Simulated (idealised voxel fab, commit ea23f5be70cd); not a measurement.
Process module heading - voxel capacitor over wiring
For reference, the cross-section in this document is cut, with width 160 nm and square cells of 5 nm.
How to read a cross-section here: the picture is a grid of square cells, written as bands going from the top down, and any band can span one or more rows of cells. A band entry consists of two parts. The first gives the height of the band's top and the height of its bottom, in nm. The rest lists the band's materials from left to right, each with its width in nm. A single material labelled with the word "everywhere" fills the band from edge to edge, and the word "blank" marks empty space. All heights in this document are referenced to 0, defined as the level beneath which the wafer, as received, consists entirely of one material. The lowest band is not bounded below; it extends indefinitely downward and is written in the form "from 0 down". The notation "30 to 40" denotes a width that varies across the rows of cells in the band, beginning at the first number in the top row, finishing at the second number in the bottom row, and changing by an identical amount from each row to the next. Key: "remains unaltered" - step with no changed cell in the cross-section. Heads up: "Cavities, closed" only lists the empty pockets with no open path to the top that are 8 cells or more, and it writes them as width x height at distance, distance from the left edge, in nm. What comes after the settings on a step's line is commentary from the simulator itself on that step. The optional step-line setting "overlay nm" applies to steps with a mask and quantifies how far to the right of its planned location the mask lay, a negative value indicating leftward placement.
-- Here's what the planned process steps look like
1: RECEIVE [material Si]
2: CONFORMAL_DEP [material SiO2] [thk nm 10]
3: DIRECTIONAL_DEP [material TiN] [thk nm 5]
4: DIRECTIONAL_DEP [material Ru] [thk nm 25]
5: DIRECTIONAL_DEP [material aC] [thk nm 10]
6: PATTERN [tone cover] [mask id METAL_1] [material resist] [width nm 20] [pitch nm 85] [thk nm 30] [overlay nm 0]
7: DIRECTIONAL_ETCH [etch materials aC] [depth nm 10]
8: STRIP [etch materials resist]
9: DIRECTIONAL_ETCH [etch materials Ru] [depth nm 25]
10: DIRECTIONAL_ETCH [etch materials TiN] [depth nm 5]
11: STRIP [etch materials aC]
12: FILL_DEP [material lowk] [thk nm 10]
13: CMP [height nm 40]
14: CONFORMAL_DEP [material SiCN] [thk nm 5]
15: DIRECTIONAL_DEP [material lowk] [thk nm 15]
16: PATTERN [tone open] [mask id PLUG_1] [material resist] [width nm 15] [thk nm 15] [overlay nm 0]
17: DIRECTIONAL_ETCH [etch materials lowk] [depth nm 15]
18: DIRECTIONAL_ETCH [etch materials SiCN] [depth nm 5]
19: STRIP [etch materials resist]
20: EPI [material Ru] [thk nm 10]
21: EPI [material Ru] [thk nm 10]
22: DIRECTIONAL_DEP [material TiN] [thk nm 5]
23: DIRECTIONAL_DEP [material HfO2] [thk nm 5]
24: DIRECTIONAL_DEP [material TiN] [thk nm 10]
25: PATTERN [tone cover] [mask id UPPER_PLATE] [material resist] [width nm 70] [thk nm 15] [overlay nm 0]
26: DIRECTIONAL_ETCH [etch materials TiN] [depth nm 10]
27: DIRECTIONAL_ETCH [etch materials HfO2] [depth nm 5]
28: STRIP [etch materials resist]
29: DIRECTIONAL_DEP [material aC] [thk nm 15]
30: PATTERN [tone cover] [mask id LOWER_PLATE] [material resist] [width nm 80] [thk nm 35] [overlay nm 0]
31: DIRECTIONAL_ETCH [etch materials aC] [depth nm 15]
32: STRIP [etch materials resist]
33: DIRECTIONAL_ETCH [etch materials TiN] [depth nm 5]
34: STRIP [etch materials aC]
35: FILL_DEP [material SiO2] [thk nm 15]
36: CMP [height nm 90]
37: MASKED_ETCH [tone open] [mask id PLUG_2] [width nm 15] [etch materials SiO2] [depth nm 10] [overlay nm 0]
38: CONFORMAL_DEP [material TiN] [thk nm 5]
39: FILL_DEP [material Ru] [thk nm 10]
40: CMP [height nm 90]
41: CONFORMAL_DEP [material SiCN] [thk nm 5]
-- first wafer, as planned
-- Cross-sectional view of the wafer in its as-received condition, corresponding to the state after step 1
    from 0 down | Si everywhere
    Cavities, closed: none
-- Cross-section through the wafer, step 2 finished
    from 10 to 0 | SiO2 everywhere
    Below 0 it's all the same as before, nothing changed down there.
-- Cross-section through the wafer, step 3 finished
    from 15 to 10 | TiN everywhere
    Below 10 it's all the same as before, nothing changed down there.
-- Cross-section through the wafer, step 4 finished
    from 40 to 15 | Ru everywhere
    Below 15 it's all the same as before, nothing changed down there.
-- Cross-section through the wafer, step 5 finished
    from 50 to 40 | aC everywhere
    Below 40 it's all the same as before, nothing changed down there.
-- Cross-section through the wafer, step 6 finished
    from 80 to 50 | blank: 25, then resist: 20, then blank: 65, then resist: 20, then blank: 30
    Below 50 it's all the same as before, nothing changed down there.
-- Cross-section through the wafer, step 7 finished
    from 70 to 50 | blank: 25, then resist: 20, then blank: 65, then resist: 20, then blank: 30
    from 50 to 40 | blank: 25, then aC: 20, then blank: 65, then aC: 20, then blank: 30
    Below 40 it's all the same as before, nothing changed down there.
-- Cross-section through the wafer, step 8 finished
    from 50 to 40 | blank: 25, then aC: 20, then blank: 65, then aC: 20, then blank: 30
    Below 40 it's all the same as before, nothing changed down there.
-- Cross-section through the wafer, step 9 finished
    from 50 to 40 | blank: 25, then aC: 20, then blank: 65, then aC: 20, then blank: 30
    from 40 to 15 | blank: 25, then Ru: 20, then blank: 65, then Ru: 20, then blank: 30
    Below 15 it's all the same as before, nothing changed down there.
-- Cross-section through the wafer, step 10 finished
    from 50 to 40 | blank: 25, then aC: 20, then blank: 65, then aC: 20, then blank: 30
    from 40 to 15 | blank: 25, then Ru: 20, then blank: 65, then Ru: 20, then blank: 30
    from 15 to 10 | blank: 25, then TiN: 20, then blank: 65, then TiN: 20, then blank: 30
    Below 10 it's all the same as before, nothing changed down there.
-- Cross-section through the wafer, step 11 finished
    from 40 to 15 | blank: 25, then Ru: 20, then blank: 65, then Ru: 20, then blank: 30
    Below 15 it's all the same as before, nothing changed down there.
-- Cross-section through the wafer, step 12 finished
    from 50 to 40 | lowk everywhere
    from 40 to 15 | lowk: 25, then Ru: 20, then lowk: 65, then Ru: 20, then lowk: 30
    from 15 to 10 | lowk: 25, then TiN: 20, then lowk: 65, then TiN: 20, then lowk: 30
    Below 10 it's all the same as before, nothing changed down there.
-- Cross-section through the wafer, step 13 finished
    from 40 to 15 | lowk: 25, then Ru: 20, then lowk: 65, then Ru: 20, then lowk: 30
    Below 15 it's all the same as before, nothing changed down there.
-- Cross-section through the wafer, step 14 finished
    from 45 to 40 | SiCN everywhere
    Below 40 it's all the same as before, nothing changed down there.
-- Cross-section through the wafer, step 15 finished
    from 60 to 45 | lowk everywhere
    Below 45 it's all the same as before, nothing changed down there.
-- Cross-section through the wafer, step 16 finished
    from 75 to 60 | resist: 30, then blank: 15, then resist: 115
    Below 60 it's all the same as before, nothing changed down there.
-- Cross-section through the wafer, step 17 finished
    from 75 to 60 | resist: 30, then blank: 15, then resist: 115
    from 60 to 45 | lowk: 30, then blank: 15, then lowk: 115
    Below 45 it's all the same as before, nothing changed down there.
-- Cross-section through the wafer, step 18 finished
    from 75 to 60 | resist: 30, then blank: 15, then resist: 115
    from 60 to 45 | lowk: 30, then blank: 15, then lowk: 115
    from 45 to 40 | SiCN: 30, then blank: 15, then SiCN: 115
    Below 40 it's all the same as before, nothing changed down there.
-- Cross-section through the wafer, step 19 finished
    from 60 to 45 | lowk: 30, then blank: 15, then lowk: 115
    Below 45 it's all the same as before, nothing changed down there.
-- Cross-section through the wafer, step 20 finished
    from 60 to 50 | lowk: 30, then blank: 15, then lowk: 115
    from 50 to 45 | lowk: 30, then Ru: 15, then lowk: 115
    from 45 to 40 | SiCN: 30, then Ru: 15, then SiCN: 115
    Below 40 it's all the same as before, nothing changed down there.
-- Cross-section through the wafer, step 21 finished
    from 60 to 45 | lowk: 30, then Ru: 15, then lowk: 115
    Below 45 it's all the same as before, nothing changed down there.
-- Cross-section through the wafer, step 22 finished
    from 65 to 60 | TiN everywhere
    Below 60 it's all the same as before, nothing changed down there.
-- Cross-section through the wafer, step 23 finished
    from 70 to 65 | HfO2 everywhere
    Below 65 it's all the same as before, nothing changed down there.
-- Cross-section through the wafer, step 24 finished
    from 80 to 70 | TiN everywhere
    Below 70 it's all the same as before, nothing changed down there.
-- Cross-section through the wafer, step 25 finished
    from 95 to 80 | blank: 30, then resist: 70, then blank: 60
    Below 80 it's all the same as before, nothing changed down there.
-- Cross-section through the wafer, step 26 finished
    from 95 to 80 | blank: 30, then resist: 70, then blank: 60
    from 80 to 70 | blank: 30, then TiN: 70, then blank: 60
    Below 70 it's all the same as before, nothing changed down there.
-- Cross-section through the wafer, step 27 finished
    from 95 to 80 | blank: 30, then resist: 70, then blank: 60
    from 80 to 70 | blank: 30, then TiN: 70, then blank: 60
    from 70 to 65 | blank: 30, then HfO2: 70, then blank: 60
    Below 65 it's all the same as before, nothing changed down there.
-- Cross-section through the wafer, step 28 finished
    from 80 to 70 | blank: 30, then TiN: 70, then blank: 60
    Below 70 it's all the same as before, nothing changed down there.
-- Cross-section through the wafer, step 29 finished
    from 95 to 80 | blank: 30, then aC: 70, then blank: 60
    from 80 to 70 | aC: 30, then TiN: 70, then aC: 60
    from 70 to 65 | aC: 30, then HfO2: 70, then aC: 60
    Below 65 it's all the same as before, nothing changed down there.
-- Cross-section through the wafer, step 30 finished
    from 130 to 95 | blank: 25, then resist: 80, then blank: 55
    from 95 to 80 | blank: 25, then resist: 5, then aC: 70, then resist: 5, then blank: 55
    Below 80 it's all the same as before, nothing changed down there.
-- Cross-section through the wafer, step 31 finished
    from 115 to 95 | blank: 25, then resist: 80, then blank: 55
    from 95 to 80 | blank: 25, then resist: 5, then aC: 70, then resist: 5, then blank: 55
    from 80 to 70 | blank: 25, then aC: 5, then TiN: 70, then aC: 5, then blank: 55
    from 70 to 65 | blank: 25, then aC: 5, then HfO2: 70, then aC: 5, then blank: 55
    Below 65 it's all the same as before, nothing changed down there.
-- Cross-section through the wafer, step 32 finished
    from 95 to 80 | blank: 30, then aC: 70, then blank: 60
    Below 80 it's all the same as before, nothing changed down there.
-- Cross-section through the wafer, step 33 finished
    from 95 to 80 | blank: 30, then aC: 70, then blank: 60
    from 80 to 70 | blank: 25, then aC: 5, then TiN: 70, then aC: 5, then blank: 55
    from 70 to 65 | blank: 25, then aC: 5, then HfO2: 70, then aC: 5, then blank: 55
    from 65 to 60 | blank: 25, then TiN: 80, then blank: 55
    Below 60 it's all the same as before, nothing changed down there.
-- Cross-section through the wafer, step 34 finished
    from 80 to 70 | blank: 30, then TiN: 70, then blank: 60
    from 70 to 65 | blank: 30, then HfO2: 70, then blank: 60
    Below 65 it's all the same as before, nothing changed down there.
-- Cross-section through the wafer, step 35 finished
    from 95 to 80 | SiO2 everywhere
    from 80 to 70 | SiO2: 30, then TiN: 70, then SiO2: 60
    from 70 to 65 | SiO2: 30, then HfO2: 70, then SiO2: 60
    from 65 to 60 | SiO2: 25, then TiN: 80, then SiO2: 55
    Below 60 it's all the same as before, nothing changed down there.
-- Cross-section through the wafer, step 36 finished
    from 90 to 80 | SiO2 everywhere
    Below 80 it's all the same as before, nothing changed down there.
-- Cross-section through the wafer, step 37 finished
    from 90 to 80 | SiO2: 40, then blank: 15, then SiO2: 105
    Below 80 it's all the same as before, nothing changed down there.
-- Cross-section through the wafer, step 38 finished
    from 95 to 90 | TiN: 45, then blank: 5, then TiN: 110
    from 90 to 85 | SiO2: 40, then TiN: 5, then blank: 5, then TiN: 5, then SiO2: 105
    from 85 to 80 | SiO2: 40, then TiN: 15, then SiO2: 105
    Below 80 it's all the same as before, nothing changed down there.
-- Cross-section through the wafer, step 39 finished
    from 105 to 95 | Ru everywhere
    from 95 to 90 | TiN: 45, then Ru: 5, then TiN: 110
    from 90 to 85 | SiO2: 40, then TiN: 5, then Ru: 5, then TiN: 5, then SiO2: 105
    Below 85 it's all the same as before, nothing changed down there.
-- Cross-section through the wafer, step 40 finished
    from 90 to 85 | SiO2: 40, then TiN: 5, then Ru: 5, then TiN: 5, then SiO2: 105
    Below 85 it's all the same as before, nothing changed down there.
-- Cross-section through the wafer, step 41 finished
    from 95 to 90 | SiCN everywhere
    Below 90 it's all the same as before, nothing changed down there.
-- The Second Wafer: Common Origin and Plan, One Mistake in Execution, Identical to the First Through Step 14
-- Cross-section of the second wafer when, according to plan, step 15 should have finished
    from 75 to 45 | lowk everywhere
    Below 45 it's all the same as before, nothing changed down there.
-- Cross-section of the second wafer when, according to plan, step 16 should have finished
    from 90 to 75 | resist: 30, then blank: 15, then resist: 115
    Below 75 it's all the same as before, nothing changed down there.
-- Cross-section of the second wafer when, according to plan, step 17 should have finished
    from 90 to 75 | resist: 30, then blank: 15, then resist: 115
    from 75 to 60 | lowk: 30, then blank: 15, then lowk: 115
    Below 60 it's all the same as before, nothing changed down there.
Cross-section of the second wafer when, according to plan, step 18 should have finished: remains unaltered
-- Cross-section of the second wafer when, according to plan, step 19 should have finished
    from 75 to 60 | lowk: 30, then blank: 15, then lowk: 115
    Below 60 it's all the same as before, nothing changed down there.
Cross-section of the second wafer when, according to plan, step 20 should have finished: remains unaltered
Cross-section of the second wafer when, according to plan, step 21 should have finished: remains unaltered
-- Cross-section of the second wafer when, according to plan, step 22 should have finished
    from 80 to 75 | TiN: 30, then blank: 15, then TiN: 115
    from 75 to 65 | lowk: 30, then blank: 15, then lowk: 115
    from 65 to 60 | lowk: 30, then TiN: 15, then lowk: 115
    Below 60 it's all the same as before, nothing changed down there.
-- Cross-section of the second wafer when, according to plan, step 23 should have finished
    from 85 to 80 | HfO2: 30, then blank: 15, then HfO2: 115
    from 80 to 75 | TiN: 30, then blank: 15, then TiN: 115
    from 75 to 70 | lowk: 30, then blank: 15, then lowk: 115
    from 70 to 65 | lowk: 30, then HfO2: 15, then lowk: 115
    Below 65 it's all the same as before, nothing changed down there.
-- Cross-section of the second wafer when, according to plan, step 24 should have finished
    from 95 to 85 | TiN: 30, then blank: 15, then TiN: 115
    from 85 to 80 | HfO2: 30, then blank: 15, then HfO2: 115
    from 80 to 75 | TiN everywhere
    from 75 to 70 | lowk: 30, then TiN: 15, then lowk: 115
    Below 70 it's all the same as before, nothing changed down there.
-- Cross-section of the second wafer when, according to plan, step 25 should have finished
    from 110 to 95 | blank: 30, then resist: 70, then blank: 60
    from 95 to 85 | TiN: 30, then resist: 15, then TiN: 115
    from 85 to 80 | HfO2: 30, then resist: 15, then HfO2: 115
    Below 80 it's all the same as before, nothing changed down there.
-- Cross-section of the second wafer when, according to plan, step 26 should have finished
    from 110 to 95 | blank: 30, then resist: 70, then blank: 60
    from 95 to 85 | blank: 30, then resist: 15, then TiN: 55, then blank: 60
    Below 85 it's all the same as before, nothing changed down there.
-- Cross-section of the second wafer when, according to plan, step 27 should have finished
    from 110 to 95 | blank: 30, then resist: 70, then blank: 60
    from 95 to 85 | blank: 30, then resist: 15, then TiN: 55, then blank: 60
    from 85 to 80 | blank: 30, then resist: 15, then HfO2: 55, then blank: 60
    Below 80 it's all the same as before, nothing changed down there.
-- Cross-section of the second wafer when, according to plan, step 28 should have finished
    from 95 to 85 | blank: 45, then TiN: 55, then blank: 60
    from 85 to 80 | blank: 45, then HfO2: 55, then blank: 60
    Below 80 it's all the same as before, nothing changed down there.
-- Cross-section of the second wafer when, according to plan, step 29 should have finished
    from 110 to 95 | blank: 45, then aC: 55, then blank: 60
    from 95 to 85 | aC: 45, then TiN: 55, then aC: 60
    from 85 to 80 | aC: 45, then HfO2: 55, then aC: 60
    Below 80 it's all the same as before, nothing changed down there.
-- Cross-section of the second wafer when, according to plan, step 30 should have finished
    from 145 to 110 | blank: 25, then resist: 80, then blank: 55
    from 110 to 95 | blank: 25, then resist: 20, then aC: 55, then resist: 5, then blank: 55
    Below 95 it's all the same as before, nothing changed down there.
-- Cross-section of the second wafer when, according to plan, step 31 should have finished
    from 130 to 110 | blank: 25, then resist: 80, then blank: 55
    from 110 to 95 | blank: 25, then resist: 20, then aC: 55, then resist: 5, then blank: 55
    from 95 to 85 | blank: 25, then aC: 20, then TiN: 55, then aC: 5, then blank: 55
    from 85 to 80 | blank: 25, then aC: 20, then HfO2: 55, then aC: 5, then blank: 55
    Below 80 it's all the same as before, nothing changed down there.
-- Cross-section of the second wafer when, according to plan, step 32 should have finished
    from 110 to 95 | blank: 45, then aC: 55, then blank: 60
    Below 95 it's all the same as before, nothing changed down there.
-- Cross-section of the second wafer when, according to plan, step 33 should have finished
    from 110 to 95 | blank: 45, then aC: 55, then blank: 60
    from 95 to 85 | blank: 25, then aC: 20, then TiN: 55, then aC: 5, then blank: 55
    from 85 to 80 | blank: 25, then aC: 20, then HfO2: 55, then aC: 5, then blank: 55
    from 80 to 75 | blank: 25, then TiN: 80, then blank: 55
    Below 75 it's all the same as before, nothing changed down there.
-- Cross-section of the second wafer when, according to plan, step 34 should have finished
    from 95 to 85 | blank: 45, then TiN: 55, then blank: 60
    from 85 to 80 | blank: 45, then HfO2: 55, then blank: 60
    Below 80 it's all the same as before, nothing changed down there.
-- Cross-section of the second wafer when, according to plan, step 35 should have finished
    from 110 to 95 | SiO2 everywhere
    from 95 to 85 | SiO2: 45, then TiN: 55, then SiO2: 60
    from 85 to 80 | SiO2: 45, then HfO2: 55, then SiO2: 60
    from 80 to 75 | SiO2: 25, then TiN: 80, then SiO2: 55
    Below 75 it's all the same as before, nothing changed down there.
-- Cross-section of the second wafer when, according to plan, step 36 should have finished
    from 90 to 85 | SiO2: 45, then TiN: 55, then SiO2: 60
    Below 85 it's all the same as before, nothing changed down there.
-- Cross-section of the second wafer when, according to plan, step 37 should have finished
    from 90 to 85 | SiO2: 40, then blank: 5, then TiN: 55, then SiO2: 60
    from 85 to 80 | SiO2: 40, then blank: 5, then HfO2: 55, then SiO2: 60
    Below 80 it's all the same as before, nothing changed down there.
-- Cross-section of the second wafer when, according to plan, step 38 should have finished
    from 95 to 90 | TiN everywhere
    from 90 to 85 | SiO2: 40, then TiN: 60, then SiO2: 60
    from 85 to 80 | SiO2: 40, then TiN: 5, then HfO2: 55, then SiO2: 60
    Below 80 it's all the same as before, nothing changed down there.
-- Cross-section of the second wafer when, according to plan, step 39 should have finished
    from 105 to 95 | Ru everywhere
    Below 95 it's all the same as before, nothing changed down there.
-- Cross-section of the second wafer when, according to plan, step 40 should have finished
    from 90 to 85 | SiO2: 40, then TiN: 60, then SiO2: 60
    Below 85 it's all the same as before, nothing changed down there.
-- Cross-section of the second wafer when, according to plan, step 41 should have finished
    from 95 to 90 | SiCN everywhere
    Below 90 it's all the same as before, nothing changed down there.
Processing error: plan step 15 was twice executed
Final wafer comparison in cells, second versus first, more or fewer per material: Ru -13; SiCN +3; SiO2 -72; TiN -14; lowk +96
